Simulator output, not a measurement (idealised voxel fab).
process module | voxel transistor to metal
cross-section cut | 200 nm wide | cells 5 nm
A cross-section is a grid of square cells, given in bands from the top down. A band is one or more rows of cells.
Each band's line starts with the height of the band's top and of its bottom, in nm. Then come its materials from left to right, each with its width in nm. One material with "throughout" fills the band from edge to edge. "air" is empty space.
Height 0 is the level under which the wafer as received is all one material. The lowest band goes on downwards, as in "0 down".
A width such as "30 to 40" changes by the same amount from each row of cells to the next, from the band's top row to its bottom row.
"no change" after a step means that no cell of the cross-section changed.
closed voids: empty space of 8 cells or more with no open way to the top, each as width x height at its distance from the left edge, in nm
after a step's settings: what the simulator itself notes on the step
overlay nm, on a step with a mask: how far to the right of its planned place the mask lay; to the left if negative
plan
1 op RECEIVE | material Si
2 op CONFORMAL_DEP | material SiO2 | thk nm 5
3 op CONFORMAL_DEP | material SiN | thk nm 15
4 op DIRECTIONAL_DEP | material aC | thk nm 10
5 op PATTERN | tone cover | mask id ACTIVE | material resist | width nm 110 | thk nm 30 | overlay nm 0
6 op DIRECTIONAL_ETCH | etch materials aC | depth nm 10
7 op STRIP | etch materials resist
8 op DIRECTIONAL_ETCH | etch materials SiN | depth nm 15
9 op DIRECTIONAL_ETCH | etch materials SiO2 | depth nm 5
10 op DIRECTIONAL_ETCH | etch materials Si | depth nm 30
11 op STRIP | etch materials aC
12 op OXIDIZE | depth nm 5
13 op FILL_DEP | material SiO2 | thk nm 15
14 op CMP | height nm 20
15 op SELECTIVE_ETCH | etch materials SiO2 | depth nm 10
16 op STRIP | etch materials SiN
17 op SELECTIVE_ETCH | etch materials SiO2 | depth nm 5
18 op OXIDIZE | depth nm 5
19 op DIRECTIONAL_DEP | material polySi | thk nm 25
20 op DIRECTIONAL_DEP | material SiCN | thk nm 10
21 op MASKED_ETCH | tone cover | mask id GATE | width nm 20 | etch materials SiCN | depth nm 20 | overlay nm 0
22 op MASKED_ETCH | tone cover | mask id GATE | width nm 20 | etch materials polySi | depth nm 35 | overlay nm 0
23 op CONFORMAL_DEP | material SiO2 | thk nm 5
24 op DIRECTIONAL_ETCH | etch materials SiO2 | depth nm 5
25 op CONFORMAL_DEP | material SiN | thk nm 5
26 op DIRECTIONAL_ETCH | etch materials SiN | depth nm 5
27 op DIRECTIONAL_ETCH | etch materials SiO2 | depth nm 5
28 op DIRECTIONAL_ETCH | etch materials Si | depth nm 15
29 op EPI | material nSi | thk nm 15
30 op FILL_DEP | material SiO2 | thk nm 10
31 op CMP | height nm 35
32 op DIRECTIONAL_DEP | material SiO2 | thk nm 10
33 op DIRECTIONAL_DEP | material aC | thk nm 15
34 op PATTERN | tone open | mask id CONTACT | material resist | width nm 15 | pitch nm 75 | thk nm 35 | overlay nm 0
35 op DIRECTIONAL_ETCH | etch materials aC | depth nm 15
36 op STRIP | etch materials resist
37 op DIRECTIONAL_ETCH | etch materials SiO2 | depth nm 50
38 op STRIP | etch materials aC
39 op CONFORMAL_DEP | material TiN | thk nm 5
40 op FILL_DEP | material Ru | thk nm 10
41 op CMP | height nm 45
42 op DIRECTIONAL_DEP | material TiN | thk nm 5
43 op DIRECTIONAL_DEP | material Ru | thk nm 15
44 op DIRECTIONAL_DEP | material aC | thk nm 10
45 op PATTERN | tone cover | mask id METAL_1 | material resist | width nm 15 | pitch nm 75 | thk nm 30 | overlay nm 0
46 op DIRECTIONAL_ETCH | etch materials aC | depth nm 10
47 op STRIP | etch materials resist
48 op DIRECTIONAL_ETCH | etch materials Ru | depth nm 15
49 op DIRECTIONAL_ETCH | etch materials TiN | depth nm 5
50 op STRIP | etch materials aC
51 op FILL_DEP | material SiO2 | thk nm 10
52 op CMP | height nm 65
53 op CONFORMAL_DEP | material SiCN | thk nm 5
54 op DIRECTIONAL_DEP | material SiO2 | thk nm 30
55 op DIRECTIONAL_DEP | material aC | thk nm 15
56 op PATTERN | tone open | mask id METAL_2 | material resist | width nm 15 | pitch nm 75 | thk nm 30 | overlay nm 0
57 op DIRECTIONAL_ETCH | etch materials aC | depth nm 15
58 op STRIP | etch materials resist
59 op DIRECTIONAL_ETCH | etch materials SiO2 | depth nm 20
60 op STRIP | etch materials aC
61 op PATTERN | tone open | mask id METAL_2_HOLES | material resist | width nm 15 | pitch nm 75 | thk nm 20 | overlay nm 0
62 op DIRECTIONAL_ETCH | etch materials SiO2 | depth nm 10
63 op DIRECTIONAL_ETCH | etch materials SiCN | depth nm 5
64 op STRIP | etch materials resist
65 op CONFORMAL_DEP | material TiN | thk nm 5
66 op FILL_DEP | material Cu | thk nm 5
67 op CMP | height nm 100
68 op CONFORMAL_DEP | material SiN | thk nm 5
as received, after step 1
  0 down: Si throughout
  closed voids: none
a wafer at the end: this start, this plan, one mistake
  105 to 100: SiN throughout
  100 to 70: SiO2 55 | TiN 5 | Cu 5 | TiN 5 | SiO2 60 | TiN 5 | Cu 5 | TiN 5 | SiO2 55
  70 to 65: SiCN 55 | TiN 15 | SiCN 60 | TiN 15 | SiCN 55
  65 to 50: SiO2 55 | Ru 15 | SiO2 60 | Ru 15 | SiO2 55
  50 to 45: SiO2 55 | TiN 15 | SiO2 60 | TiN 15 | SiO2 55
  45 to 35: SiO2 55 | TiN 5 | Ru 5 | TiN 5 | SiO2 60 | TiN 5 | Ru 5 | TiN 5 | SiO2 55
  35 to 25: SiO2 55 | TiN 5 | Ru 5 | TiN 5 | SiO2 10 | SiN 5 | SiO2 5 | polySi 20 | SiO2 5 | SiN 5 | SiO2 10 | TiN 5 | Ru 5 | TiN 5 | SiO2 55
  25 to 20: SiO2 55 | TiN 15 | SiO2 10 | SiN 5 | SiO2 5 | polySi 20 | SiO2 5 | SiN 5 | SiO2 10 | TiN 15 | SiO2 55
  20 to 5: SiO2 45 | SiN 110 | SiO2 45
  5 to 0: SiO2 throughout
  0 to -35: SiO2 50 | Si 100 | SiO2 50
  -35 down: Si throughout
  closed voids: none
what went wrong: step 14 was left out
